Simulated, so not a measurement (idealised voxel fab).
Process module name: voxel quadruple lines
Cross-section cut: width 205 nm, square cells of 5 nm.
Heads up, the way a cross-section reads in here is a grid of square cells, handed over as bands from the top down, with every band being one or more rows of cells. Heights first: top, then bottom, in nm. Then materials, left to right, each with a width in nm. "edge to edge" on a single material: fills the band edge to edge. "air": empty space. Measure heights from 0. That's the level where, below it, the as-received wafer is all one material. The lowest band is bottomless and extends downward; write it as in "0 and below". Read "30 to 40" as a graded width: first number on top, second number at the bottom, same change between each pair of neighbouring rows. Given "remains unaltered" for a step, no cell of the cross-section differs between before and after that step. Entry "Non-vented voids". Content: empty spaces with no open connection to the top, size 8 cells or greater. Each: width x height at distance. Distance: from left edge. Unit: nm. Heads up: the bit after the settings on a step's line is the simulator's remark on that step. overlay nm: where the mask lay relative to plan, measured to the right, on steps with a mask; negatives go left.
-- Below is the list of planned process steps
| 1 | RECEIVE: material Si |
| 2 | CONFORMAL_DEP: material SiO2, thk nm 10 |
| 3 | DIRECTIONAL_DEP: material TiN, thk nm 15 |
| 4 | DIRECTIONAL_DEP: material polySi, thk nm 20 |
| 5 | DIRECTIONAL_DEP: material aC, thk nm 25 |
| 6 | PATTERN: tone cover, mask id MANDREL, material resist, width nm 20, thk nm 30, overlay nm -15 |
| 7 | DIRECTIONAL_ETCH: etch materials aC, depth nm 25 |
| 8 | STRIP: etch materials resist |
| 9 | CONFORMAL_DEP: material SiO2, thk nm 10 |
| 10 | DIRECTIONAL_ETCH: etch materials SiO2, depth nm 10 |
| 11 | STRIP: etch materials aC |
| 12 | DIRECTIONAL_ETCH: etch materials polySi, depth nm 20 |
| 13 | STRIP: etch materials SiO2 |
| 14 | CONFORMAL_DEP: material SiN, thk nm 5 |
| 15 | DIRECTIONAL_ETCH: etch materials SiN, depth nm 5 |
| 16 | STRIP: etch materials polySi |
| 17 | DIRECTIONAL_ETCH: etch materials TiN, depth nm 15 |
| 18 | STRIP: etch materials SiN |
Keep in mind the plan's value for the overlay nm of step 6 comes from the first wafer; the wafers don't share that setting, but they do share the same starting point.
-- Cross-section of the first of several wafers as received (after step 1)
> 0 and below  Si edge to edge
> Non-vented voids: none
-- First wafer of several, cross-section, module end, after step 18 (last)
> 25 down to 10  air: 60 | TiN: 5 | air: 10 | TiN: 5 | air: 10 | TiN: 5 | air: 10 | TiN: 5 | air: 95
> 10 down to 0  SiO2 edge to edge
> 0 and below  Si edge to edge
> Non-vented voids: none
-- Cross-section of the last wafer at end of module
> 25 down to 10  air: 90 | TiN: 5 | air: 10 | TiN: 5 | air: 10 | TiN: 5 | air: 10 | TiN: 5 | air: 65
> 10 down to 0  SiO2 edge to edge
> 0 and below  Si edge to edge
> Non-vented voids: none
-- The following table contains a row per wafer, in which are reported, at the conclusion of the module, the cells of each material gained (+) or lost (-) since the wafer's receipt, with its closed voids given thereafter
overlay nm -15 | +82 SiO2 | +12 TiN | Non-vented voids: none
overlay nm -10 | +82 SiO2 | +12 TiN | Non-vented voids: none
overlay nm -5 | +82 SiO2 | +12 TiN | Non-vented voids: none
overlay nm 0 | +82 SiO2 | +12 TiN | Non-vented voids: none
overlay nm 5 | +82 SiO2 | +12 TiN | Non-vented voids: none
overlay nm 10 | +82 SiO2 | +12 TiN | Non-vented voids: none
overlay nm 15 | +82 SiO2 | +12 TiN | Non-vented voids: none
